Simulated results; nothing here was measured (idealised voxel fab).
Title: Process Module voxel ribs on slabs
The cross-section shown here is cut; it is 250 nm wide and divided into square cells measuring 5 nm on a side.
Square cells in a grid make up a cross-section in this document, and the grid is given as bands, listed from the top down, each one or more rows of cells.
Top height, bottom height, nm. Materials left to right, width each, nm. Single material + "full width" = fills band edge to edge. "empty" = empty.
We count height from 0. Below that, the starting wafer is all one material. The lowest band never ends at the bottom but goes on down; see "0 down" for how that is written.
Top row gets the first number, bottom row gets the second, and each row in between changes by the same step: that is how a band width like "30->40" works.
Given "nothing was modified" for a step, no cell of the cross-section differs between before and after that step.
"Closed void catalog": sealed empty spaces, 8 cells or more, no open way to top, listed width x height at distance, with distance from the left edge and width, height and distance in nm.
What comes after the settings on a step's line is commentary from the simulator itself on that step.
The line of a step may include "overlay nm". On a step with a mask, this value is how far to the right of its planned place the mask lay. A negative value means the mask lay to the left.
-- Listed below are the process steps as planned
1) RECEIVE [material Si]
2) DIRECTIONAL_DEP [material SiO2] [thk nm 20]
3) DIRECTIONAL_DEP [material SiN] [thk nm 20]
4) PATTERN [tone cover] [mask id RIB] [material resist] [width nm 25] [thk nm 20] [overlay nm 0]
5) DIRECTIONAL_ETCH [etch materials SiN] [depth nm 10]
6) STRIP [etch materials resist]
7) PATTERN [tone cover] [mask id SLAB] [material resist] [width nm 55] [thk nm 15] [overlay nm 0]
8) DIRECTIONAL_ETCH [etch materials SiN] [depth nm 10]
9) STRIP [etch materials resist]
10) FILL_DEP [material SiO2] [thk nm 15]
11) CMP [height nm 50]
12) DIRECTIONAL_DEP [material TiN] [thk nm 10]
13) MASKED_ETCH [tone cover] [mask id HEATER] [width nm 35] [etch materials TiN] [depth nm 10] [overlay nm 0]
14) CONFORMAL_DEP [material SiN] [thk nm 10]
-- This is the cross-section of the wafer as we received it, i.e. after step 1
	0 down: Si full width
	Closed void catalog: none
-- This is how the wafer looks in cross-section once the module is done, given the starting state and plan above and one mistake in carrying the plan out
	70 to 60: empty (95)  SiN (55)  empty (100)
	60 to 50: SiN (105)  TiN (35)  SiN (110)
	50 to 20: SiO2 full width
	20 to 0: SiN full width
	0 down: Si full width
	Closed void catalog: none
The plan and the run diverged here: the intended sequence of steps 2 and 3 was reversed during processing, with each occupying the position of the other
